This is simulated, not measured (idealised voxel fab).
Process module name: voxel ribs on slabs
Cross-sectional view cut (width: 165 nm; square cell size: 5 nm).
A cross-section is written here as square cells arranged in a grid, and it is given in bands from the top down, each band taking up one or more rows of cells. Quick guide to a band line: top height, bottom height (nm) up front; then every material left to right with its width in nm. Only one material and it's marked "all across"? Then it fills the band edge to edge. And "air" just means empty space. Measure heights from 0. That's the level where, below it, the as-received wafer is all one material. The lowest band is bottomless and extends downward; write it as in "0 down". Width: "30..40" (first number = top row, second number = bottom row, same change from row to row of cells). Where the words "remained the same" appear for a step, the cross-section shows no cell changed by that step; every cell remained as before. "Closed void inventory" means: voids of 8 cells or more that are shut off from the top with no open way through. Written width x height at distance, distance from the left edge, in nm. Note: text after step settings on the step line = simulator remark on that step. overlay nm: how far to the right of its planned place the mask lay on this masked step (negative: to the left).
## The planned process steps are enumerated hereunder
1. op RECEIVE | material Si
2. op DIRECTIONAL_DEP | material SiO2 | thk nm 20
3. op DIRECTIONAL_DEP | material SiN | thk nm 15
4. op PATTERN | tone cover | mask id RIB | material resist | width nm 15 | thk nm 20 | overlay nm 0
5. op DIRECTIONAL_ETCH | etch materials SiN | depth nm 5
6. op STRIP | etch materials resist
7. op MASKED_ETCH | tone cover | mask id SLAB | width nm 55 | etch materials SiN | depth nm 10 | overlay nm 0
8. op FILL_DEP | material SiO2 | thk nm 25
9. op CMP | height nm 55
10. op DIRECTIONAL_DEP | material TiN | thk nm 10
11. op DIRECTIONAL_DEP | material aC | thk nm 10
12. op PATTERN | tone cover | mask id HEATER | material resist | width nm 25 | thk nm 30 | overlay nm 0
13. op DIRECTIONAL_ETCH | etch materials aC | depth nm 10
14. op STRIP | etch materials resist
15. op DIRECTIONAL_ETCH | etch materials TiN | depth nm 10
16. op STRIP | etch materials aC
17. op CONFORMAL_DEP | material SiO2 | thk nm 10
## What follows covers the first of two wafers; it ran as planned
## Received-state cross-section, reflecting completion of step 1
	0 down = Si all across
	Closed void inventory: none
## Sectional view: wafer, after step 2
	20 to 0 = SiO2 all across
	Below 0, the layers are the same as they were.
## Sectional view: wafer, after step 3
	35 to 20 = SiN all across
	Below 20, the layers are the same as they were.
## Sectional view: wafer, after step 4
	55 to 35 = air (75) | resist (15) | air (75)
	Below 35, the layers are the same as they were.
## Sectional view: wafer, after step 5
	55 to 35 = air (75) | resist (15) | air (75)
	35 to 30 = air (75) | SiN (15) | air (75)
	Below 30, the layers are the same as they were.
## Sectional view: wafer, after step 6
	35 to 30 = air (75) | SiN (15) | air (75)
	Below 30, the layers are the same as they were.
## Sectional view: wafer, after step 7
	35 to 30 = air (75) | SiN (15) | air (75)
	30 to 20 = air (55) | SiN (55) | air (55)
	Below 20, the layers are the same as they were.
## Sectional view: wafer, after step 8
	60 to 35 = SiO2 all across
	35 to 30 = SiO2 (75) | SiN (15) | SiO2 (75)
	30 to 20 = SiO2 (55) | SiN (55) | SiO2 (55)
	Below 20, the layers are the same as they were.
## Sectional view: wafer, after step 9
	55 to 35 = SiO2 all across
	Below 35, the layers are the same as they were.
## Sectional view: wafer, after step 10
	65 to 55 = TiN all across
	Below 55, the layers are the same as they were.
## Sectional view: wafer, after step 11
	75 to 65 = aC all across
	Below 65, the layers are the same as they were.
## Sectional view: wafer, after step 12
	105 to 75 = air (70) | resist (25) | air (70)
	Below 75, the layers are the same as they were.
## Sectional view: wafer, after step 13
	95 to 75 = air (70) | resist (25) | air (70)
	75 to 65 = air (70) | aC (25) | air (70)
	Below 65, the layers are the same as they were.
## Sectional view: wafer, after step 14
	75 to 65 = air (70) | aC (25) | air (70)
	Below 65, the layers are the same as they were.
## Sectional view: wafer, after step 15
	75 to 65 = air (70) | aC (25) | air (70)
	65 to 55 = air (70) | TiN (25) | air (70)
	Below 55, the layers are the same as they were.
## Sectional view: wafer, after step 16
	65 to 55 = air (70) | TiN (25) | air (70)
	Below 55, the layers are the same as they were.
## Sectional view: wafer, after step 17
	75 to 65 = air (60) | SiO2 (45) | air (60)
	65 to 55 = SiO2 (70) | TiN (25) | SiO2 (70)
	Below 55, the layers are the same as they were.
## It is to be noted that the second wafer proceeded from the same initial state and according to the same plan as the first, although one mistake was committed in its execution; through step 16, inclusive, the two wafers share an identical history
Cross-section of the second wafer when, according to plan, step 17 should have finished: remained the same
The mistake made against the process plan was this: plan step 17 was not performed, having been skipped
The final cell counts differ between the wafers, with the second having more or fewer of some materials than the first: SiO2 -74
